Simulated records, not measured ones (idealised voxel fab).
Documented hereafter: the process module known as voxel transistor to metal.
Square cell edge 5 nm, section width 265 nm, ID cut.
A cross-section is a grid of square cells, given in bands from the top down. A band is one or more rows of cells.
Top, bottom (nm), then materials left to right with widths (nm); lone material tagged "all across" fills the whole band edge to edge; "air" = empty space.
Heights from 0 (as-received wafer is one material below). Bottom band endless downward, as "top 0, no bottom".
Graded width ("30->40"): value in top row of band = first number; value in bottom row = second number; row-to-row change constant.
Reading "remains unaltered" for a step: not a cell of the cross-section changed in it.
Any empty space of 8 cells or more lacking an open way to the top shows up in "Enclosed voids" as width x height at distance, distance from the left edge, in nm.
Post-settings text on a step line: simulator's own remark regarding the step.
You can add "overlay nm" to a step's line. For a step with a mask, it describes how far the mask lay to the right of its planned position, and a negative number describes a lay to the left.

PLAN
1: RECEIVE with material Si
2: OXIDIZE with depth nm 5
3: CONFORMAL_DEP with material SiN, thk nm 10
4: DIRECTIONAL_DEP with material aC, thk nm 15
5: PATTERN with tone cover, mask id ACTIVE, material resist, width nm 95, pitch nm 120, thk nm 30, overlay nm 0
6: DIRECTIONAL_ETCH with etch materials aC, depth nm 15
7: STRIP with etch materials resist
8: DIRECTIONAL_ETCH with etch materials SiN, depth nm 10
9: DIRECTIONAL_ETCH with etch materials SiO2, depth nm 5
10: DIRECTIONAL_ETCH with etch materials Si, depth nm 25
11: STRIP with etch materials aC
12: FILL_DEP with material SiO2, thk nm 10
13: CMP with height nm 10
14: SELECTIVE_ETCH with etch materials SiO2, depth nm 10
15: STRIP with etch materials SiN
16: SELECTIVE_ETCH with etch materials SiO2, depth nm 5
17: OXIDIZE with depth nm 5
18: DIRECTIONAL_DEP with material polySi, thk nm 30
19: DIRECTIONAL_DEP with material SiCN, thk nm 15
20: PATTERN with tone cover, mask id GATE, material resist, width nm 25, pitch nm 120, thk nm 20, overlay nm 0
21: DIRECTIONAL_ETCH with etch materials SiCN, depth nm 25
22: DIRECTIONAL_ETCH with etch materials polySi, depth nm 40
23: STRIP with etch materials resist
24: CONFORMAL_DEP with material SiN, thk nm 10
25: DIRECTIONAL_ETCH with etch materials SiN, depth nm 10
26: DIRECTIONAL_ETCH with etch materials SiO2, depth nm 5
27: DIRECTIONAL_ETCH with etch materials Si, depth nm 10
28: EPI with material pSi, thk nm 15
29: FILL_DEP with material SiO2, thk nm 10
30: CMP with height nm 40
31: DIRECTIONAL_DEP with material SiO2, thk nm 15
32: PATTERN with tone open, mask id CONTACT, material resist, width nm 25, pitch nm 60, thk nm 15, overlay nm 0
33: DIRECTIONAL_ETCH with etch materials SiO2, depth nm 60
34: STRIP with etch materials resist
35: CONFORMAL_DEP with material TiN, thk nm 5
36: FILL_DEP with material W, thk nm 5
37: CMP with height nm 55
38: CONFORMAL_DEP with material SiN, thk nm 5
39: DIRECTIONAL_DEP with material lowk, thk nm 20
40: PATTERN with tone open, mask id METAL_1, material resist, width nm 15, thk nm 20, overlay nm 0
41: DIRECTIONAL_ETCH with etch materials lowk, depth nm 20
42: DIRECTIONAL_ETCH with etch materials SiN, depth nm 5
43: STRIP with etch materials resist
44: CONFORMAL_DEP with material TiN, thk nm 5
45: FILL_DEP with material W, thk nm 10
46: CMP with height nm 80
47: CONFORMAL_DEP with material SiCN, thk nm 5
48: DIRECTIONAL_DEP with material SiO2, thk nm 30
49: MASKED_ETCH with tone open, mask id METAL_2, width nm 15, pitch nm 120, etch materials SiO2, depth nm 20, overlay nm 0
50: DIRECTIONAL_DEP with material aC, thk nm 10
51: PATTERN with tone open, mask id METAL_2_HOLES, material resist, width nm 15, pitch nm 120, thk nm 30, overlay nm 0
52: DIRECTIONAL_ETCH with etch materials aC, depth nm 10
53: STRIP with etch materials resist
54: DIRECTIONAL_ETCH with etch materials SiO2, depth nm 10
55: DIRECTIONAL_ETCH with etch materials SiCN, depth nm 5
56: STRIP with etch materials aC
57: CONFORMAL_DEP with material TiN, thk nm 5
58: FILL_DEP with material Cu, thk nm 10
59: CMP with height nm 115
60: CONFORMAL_DEP with material SiN, thk nm 5

INCOMING WAFER IN CROSS-SECTION (STATE: AFTER STEP 1)
* top 0, no bottom | Si all across
* Enclosed voids: none

RUN AS PLANNED - FIRST OF THE TWO WAFERS CROSS-SECTIONED AT THE END OF THE MODULE
* top 120, bottom 115 | SiN all across
* top 115, bottom 85 | 30 nm SiO2, 5 nm TiN, 5 nm Cu, 5 nm TiN, 105 nm SiO2, 5 nm TiN, 5 nm Cu, 5 nm TiN, 100 nm SiO2
* top 85, bottom 80 | 30 nm SiCN, 15 nm TiN, 105 nm SiCN, 15 nm TiN, 100 nm SiCN
* top 80, bottom 60 | 30 nm lowk, 5 nm TiN, 5 nm W, 5 nm TiN, 55 nm lowk, 5 nm TiN, 5 nm W, 5 nm TiN, 35 nm lowk, 5 nm TiN, 5 nm W, 5 nm TiN, 55 nm lowk, 5 nm TiN, 5 nm W, 5 nm TiN, 30 nm lowk
* top 60, bottom 55 | 30 nm SiN, 15 nm TiN, 55 nm SiN, 15 nm TiN, 35 nm SiN, 15 nm TiN, 55 nm SiN, 15 nm TiN, 30 nm SiN
* top 55, bottom 45 | 30 nm SiO2, 5 nm TiN, 15 nm W, 5 nm TiN, 35 nm SiO2, 5 nm TiN, 15 nm W, 5 nm TiN, 35 nm SiO2, 5 nm TiN, 15 nm W, 5 nm TiN, 35 nm SiO2, 5 nm TiN, 15 nm W, 5 nm TiN, 30 nm SiO2
* top 45, bottom 40 | 30 nm SiO2, 5 nm TiN, 10 nm W, 10 nm TiN, 35 nm SiO2, 10 nm TiN, 10 nm W, 5 nm TiN, 35 nm SiO2, 5 nm TiN, 10 nm W, 10 nm TiN, 35 nm SiO2, 10 nm TiN, 10 nm W, 5 nm TiN, 30 nm SiO2
* top 40, bottom 25 | 30 nm SiO2, 5 nm TiN, 10 nm W, 5 nm TiN, 10 nm SiN, 25 nm SiCN, 10 nm SiN, 5 nm TiN, 10 nm W, 5 nm TiN, 35 nm SiO2, 5 nm TiN, 10 nm W, 5 nm TiN, 10 nm SiN, 25 nm SiCN, 10 nm SiN, 5 nm TiN, 10 nm W, 5 nm TiN, 30 nm SiO2
* top 25, bottom 10 | 30 nm SiO2, 5 nm TiN, 10 nm W, 5 nm TiN, 10 nm SiN, 25 nm polySi, 10 nm SiN, 5 nm TiN, 10 nm W, 5 nm TiN, 35 nm SiO2, 5 nm TiN, 10 nm W, 5 nm TiN, 10 nm SiN, 25 nm polySi, 10 nm SiN, 5 nm TiN, 10 nm W, 5 nm TiN, 30 nm SiO2
* top 10, bottom 5 | 30 nm SiO2, 20 nm TiN, 10 nm SiN, 25 nm polySi, 10 nm SiN, 20 nm TiN, 35 nm SiO2, 20 nm TiN, 10 nm SiN, 25 nm polySi, 10 nm SiN, 20 nm TiN, 30 nm SiO2
* top 5, bottom -5 | 30 nm SiO2, 5 nm TiN, 15 nm pSi, 10 nm SiN, 25 nm polySi, 10 nm SiN, 15 nm pSi, 5 nm TiN, 35 nm SiO2, 5 nm TiN, 15 nm pSi, 10 nm SiN, 25 nm polySi, 10 nm SiN, 15 nm pSi, 5 nm TiN, 30 nm SiO2
* top -5, bottom -10 | 20 nm SiO2, 30 nm pSi, 45 nm SiO2, 30 nm pSi, 15 nm SiO2, 30 nm pSi, 45 nm SiO2, 30 nm pSi, 20 nm SiO2
* top -10, bottom -20 | 25 nm SiO2, 25 nm pSi, 45 nm Si, 25 nm pSi, 25 nm SiO2, 25 nm pSi, 45 nm Si, 25 nm pSi, 25 nm SiO2
* top -20, bottom -30 | 25 nm SiO2, 95 nm Si, 25 nm SiO2, 95 nm Si, 25 nm SiO2
* top -30, no bottom | Si all across
* Enclosed voids: none

CROSS-SECTION, SECOND WAFER: SAME START AS THE FIRST, SAME PLAN AS THE FIRST, ONE MISTAKE IN RUNNING IT; TAKEN AT THE END OF THE MODULE
* top 120, bottom 115 | SiN all across
* top 115, bottom 85 | 30 nm SiO2, 5 nm TiN, 5 nm Cu, 5 nm TiN, 105 nm SiO2, 5 nm TiN, 5 nm Cu, 5 nm TiN, 100 nm SiO2
* top 85, bottom 80 | 30 nm SiCN, 15 nm TiN, 105 nm SiCN, 15 nm TiN, 100 nm SiCN
* top 80, bottom 60 | 30 nm lowk, 5 nm TiN, 5 nm W, 5 nm TiN, 55 nm lowk, 5 nm TiN, 5 nm W, 5 nm TiN, 35 nm lowk, 5 nm TiN, 5 nm W, 5 nm TiN, 55 nm lowk, 5 nm TiN, 5 nm W, 5 nm TiN, 30 nm lowk
* top 60, bottom 55 | 30 nm SiN, 15 nm TiN, 55 nm SiN, 15 nm TiN, 35 nm SiN, 15 nm TiN, 55 nm SiN, 15 nm TiN, 30 nm SiN
* top 55, bottom 45 | 30 nm SiO2, 5 nm TiN, 15 nm W, 5 nm TiN, 35 nm SiO2, 5 nm TiN, 15 nm W, 5 nm TiN, 35 nm SiO2, 5 nm TiN, 15 nm W, 5 nm TiN, 35 nm SiO2, 5 nm TiN, 15 nm W, 5 nm TiN, 30 nm SiO2
* top 45, bottom 40 | 30 nm SiO2, 5 nm TiN, 10 nm W, 10 nm TiN, 35 nm SiO2, 10 nm TiN, 10 nm W, 5 nm TiN, 35 nm SiO2, 5 nm TiN, 10 nm W, 10 nm TiN, 35 nm SiO2, 10 nm TiN, 10 nm W, 5 nm TiN, 30 nm SiO2
* top 40, bottom 25 | 30 nm SiO2, 5 nm TiN, 10 nm W, 5 nm TiN, 10 nm SiN, 25 nm SiCN, 10 nm SiN, 5 nm TiN, 10 nm W, 5 nm TiN, 35 nm SiO2, 5 nm TiN, 10 nm W, 5 nm TiN, 10 nm SiN, 25 nm SiCN, 10 nm SiN, 5 nm TiN, 10 nm W, 5 nm TiN, 30 nm SiO2
* top 25, bottom 10 | 30 nm SiO2, 5 nm TiN, 10 nm W, 5 nm TiN, 10 nm SiN, 25 nm polySi, 10 nm SiN, 5 nm TiN, 10 nm W, 5 nm TiN, 35 nm SiO2, 5 nm TiN, 10 nm W, 5 nm TiN, 10 nm SiN, 25 nm polySi, 10 nm SiN, 5 nm TiN, 10 nm W, 5 nm TiN, 30 nm SiO2
* top 10, bottom 5 | 30 nm SiO2, 20 nm TiN, 10 nm SiN, 25 nm polySi, 10 nm SiN, 20 nm TiN, 35 nm SiO2, 20 nm TiN, 10 nm SiN, 25 nm polySi, 10 nm SiN, 20 nm TiN, 30 nm SiO2
* top 5, bottom -5 | 30 nm SiO2, 5 nm TiN, 15 nm pSi, 10 nm SiN, 25 nm polySi, 10 nm SiN, 15 nm pSi, 5 nm TiN, 35 nm SiO2, 5 nm TiN, 15 nm pSi, 10 nm SiN, 25 nm polySi, 10 nm SiN, 15 nm pSi, 5 nm TiN, 30 nm SiO2
* top -5, bottom -10 | 25 nm SiO2, 25 nm pSi, 45 nm SiO2, 25 nm pSi, 25 nm SiO2, 25 nm pSi, 45 nm SiO2, 25 nm pSi, 25 nm SiO2
* top -10, bottom -20 | 30 nm SiO2, 20 nm pSi, 45 nm Si, 20 nm pSi, 35 nm SiO2, 20 nm pSi, 45 nm Si, 20 nm pSi, 30 nm SiO2
* top -20, bottom -30 | 30 nm SiO2, 85 nm Si, 35 nm SiO2, 85 nm Si, 30 nm SiO2
* top -30, no bottom | Si all across
* Enclosed voids: none
Want to know what went wrong? step 5 ran with different settings than intended, the actual operation and settings being PATTERN with tone cover, mask id ACTIVE, material resist, width nm 85, pitch nm 120, thk nm 30, overlay nm 0
Upon completion, the second wafer contains, in terms of cells, a greater or smaller amount of certain materials than the first wafer: Si: 8 fewer | SiO2: 20 more | pSi: 12 fewer
